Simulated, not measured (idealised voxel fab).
The process module that follows is named voxel transistor to metal.
cross-section cut | 210 nm wide | cells 5 nm
Reading order for cross-sections: top band down to bottom band. Underlying form: a grid of square cells. Band size: one or more rows of cells. Top height, bottom height, nm. Materials left to right, width each, nm. Single material + "all across" = fills band edge to edge. "air" = empty. It should be noted that heights are counted from 0, beneath which the wafer as supplied is of one material throughout, and that the lowest band possesses no lower boundary but continues downward, as written in "0 -> down". You'd read "30->40" like this: the band's top row of cells is as wide as the first number, its bottom row is as wide as the second, and going down, every row changes width by the same amount as the row before did. "remained unchanged", as given for a step, is the statement that not any cell of the cross-section underwent a change during that step. "Sealed internal voids" specifies each empty space that is not open to the top and that occupies no fewer than 8 cells, using the form width x height at distance, the distance measured from the left edge and all three quantities in nm. Read whatever lies past the settings on a step's line as the simulator's own remark about the step. overlay nm: how far to the right of its planned place the mask lay on this masked step (negative: to the left).

Process steps (planned)
| 1 | RECEIVE, material Si |
| 2 | OXIDIZE, depth nm 5 |
| 3 | CONFORMAL_DEP, material SiN, thk nm 10 |
| 4 | PATTERN, tone cover, mask id ACTIVE, material resist, width nm 110, thk nm 20, overlay nm 0 |
| 5 | DIRECTIONAL_ETCH, etch materials SiN, depth nm 10 |
| 6 | DIRECTIONAL_ETCH, etch materials SiO2, depth nm 5 |
| 7 | DIRECTIONAL_ETCH, etch materials Si, depth nm 30 |
| 8 | STRIP, etch materials resist |
| 9 | OXIDIZE, depth nm 5 |
| 10 | FILL_DEP, material SiO2, thk nm 10 |
| 11 | CMP, height nm 10 |
| 12 | SELECTIVE_ETCH, etch materials SiO2, depth nm 5 |
| 13 | STRIP, etch materials SiN |
| 14 | SELECTIVE_ETCH, etch materials SiO2, depth nm 5 |
| 15 | OXIDIZE, depth nm 5 |
| 16 | DIRECTIONAL_DEP, material polySi, thk nm 20 |
| 17 | DIRECTIONAL_DEP, material SiCN, thk nm 10 |
| 18 | MASKED_ETCH, tone cover, mask id GATE, width nm 30, etch materials SiCN, depth nm 20, overlay nm 0 |
| 19 | MASKED_ETCH, tone cover, mask id GATE, width nm 30, etch materials polySi, depth nm 30, overlay nm 0 |
| 20 | CONFORMAL_DEP, material SiN, thk nm 5 |
| 21 | DIRECTIONAL_ETCH, etch materials SiN, depth nm 5 |
| 22 | DIRECTIONAL_ETCH, etch materials SiO2, depth nm 5 |
| 23 | DIRECTIONAL_ETCH, etch materials Si, depth nm 15 |
| 24 | EPI, material pSi, thk nm 20 |
| 25 | FILL_DEP, material SiO2, thk nm 10 |
| 26 | CMP, height nm 15 |
| 27 | STRIP, etch materials polySi |
| 28 | SELECTIVE_ETCH, etch materials SiO2, depth nm 5 |
| 29 | CONFORMAL_DEP, material HfO2, thk nm 5 |
| 30 | CONFORMAL_DEP, material TiN, thk nm 5 |
| 31 | FILL_DEP, material W, thk nm 10 |
| 32 | CMP, height nm 10 |
| 33 | DIRECTIONAL_DEP, material SiO2, thk nm 15 |
| 34 | MASKED_ETCH, tone open, mask id CONTACT, width nm 15, pitch nm 75, etch materials SiO2, depth nm 30, overlay nm 0 |
| 35 | CONFORMAL_DEP, material TiN, thk nm 5 |
| 36 | FILL_DEP, material Ru, thk nm 5 |
| 37 | CMP, height nm 25 |
| 38 | DIRECTIONAL_DEP, material TiN, thk nm 5 |
| 39 | DIRECTIONAL_DEP, material Ru, thk nm 20 |
| 40 | DIRECTIONAL_DEP, material aC, thk nm 15 |
| 41 | PATTERN, tone cover, mask id METAL_1, material resist, width nm 15, pitch nm 75, thk nm 35, overlay nm 0 |
| 42 | DIRECTIONAL_ETCH, etch materials aC, depth nm 15 |
| 43 | STRIP, etch materials resist |
| 44 | DIRECTIONAL_ETCH, etch materials Ru, depth nm 20 |
| 45 | DIRECTIONAL_ETCH, etch materials TiN, depth nm 5 |
| 46 | STRIP, etch materials aC |
| 47 | FILL_DEP, material lowk, thk nm 5 |
| 48 | CMP, height nm 50 |
| 49 | CONFORMAL_DEP, material SiN, thk nm 5 |

The cross-section here shows the wafer as received, i.e. in its state after step 1
	0 -> down = Si all across
	Sealed internal voids: none

first wafer at the end, as planned
	55 -> 50 = SiN all across
	50 -> 30 = lowk 60, then Ru 15, then lowk 60, then Ru 15, then lowk 60
	30 -> 25 = lowk 60, then TiN 15, then lowk 60, then TiN 15, then lowk 60
	25 -> 15 = SiO2 60, then TiN 5, then Ru 5, then TiN 5, then SiO2 60, then TiN 5, then Ru 5, then TiN 5, then SiO2 60
	15 -> 10 = SiO2 60, then TiN 15, then SiO2 60, then TiN 15, then SiO2 60
	10 -> 0 = SiO2 60, then TiN 5, then pSi 20, then SiN 5, then HfO2 5, then TiN 5, then W 10, then TiN 5, then HfO2 5, then SiN 5, then pSi 20, then TiN 5, then SiO2 60
	0 -> -5 = SiO2 45, then SiN 5, then SiO2 10, then TiN 5, then pSi 20, then SiN 5, then HfO2 5, then TiN 20, then HfO2 5, then SiN 5, then pSi 20, then TiN 5, then SiO2 10, then SiN 5, then SiO2 45
	-5 -> -10 = SiO2 50, then pSi 35, then HfO2 40, then pSi 35, then SiO2 50
	-10 -> -25 = SiO2 55, then pSi 30, then Si 40, then pSi 30, then SiO2 55
	-25 -> -40 = SiO2 55, then Si 100, then SiO2 55
	-40 -> down = Si all across
	Sealed internal voids: none

Cross-sectional image of the second wafer of the two following completion of the module. Starting state and process plan were the same as for the first wafer; one execution error occurred
	55 -> 50 = SiN all across
	50 -> 30 = lowk 60, then Ru 15, then lowk 60, then Ru 15, then lowk 60
	30 -> 25 = lowk 60, then TiN 15, then lowk 60, then TiN 15, then lowk 60
	25 -> 15 = SiO2 60, then TiN 5, then Ru 5, then TiN 5, then SiO2 60, then TiN 5, then Ru 5, then TiN 5, then SiO2 60
	15 -> 10 = SiO2 60, then TiN 15, then SiO2 60, then TiN 15, then SiO2 60
	10 -> 0 = SiO2 60, then TiN 5, then pSi 20, then SiN 5, then TiN 5, then HfO2 5, then W 10, then HfO2 5, then TiN 5, then SiN 5, then pSi 20, then TiN 5, then SiO2 60
	0 -> -5 = SiO2 45, then SiN 5, then SiO2 10, then TiN 5, then pSi 20, then SiN 5, then TiN 5, then HfO2 20, then TiN 5, then SiN 5, then pSi 20, then TiN 5, then SiO2 10, then SiN 5, then SiO2 45
	-5 -> -10 = SiO2 50, then pSi 35, then TiN 40, then pSi 35, then SiO2 50
	-10 -> -25 = SiO2 55, then pSi 30, then Si 40, then pSi 30, then SiO2 55
	-25 -> -40 = SiO2 55, then Si 100, then SiO2 55
	-40 -> down = Si all across
	Sealed internal voids: none
Deviation from plan: note: step 29 <-> step 30, run order reversed vs plan
Per the end-of-run cell counts, the second wafer holds more or fewer of some materials than the first: HfO2: 6 fewer | TiN: 6 more
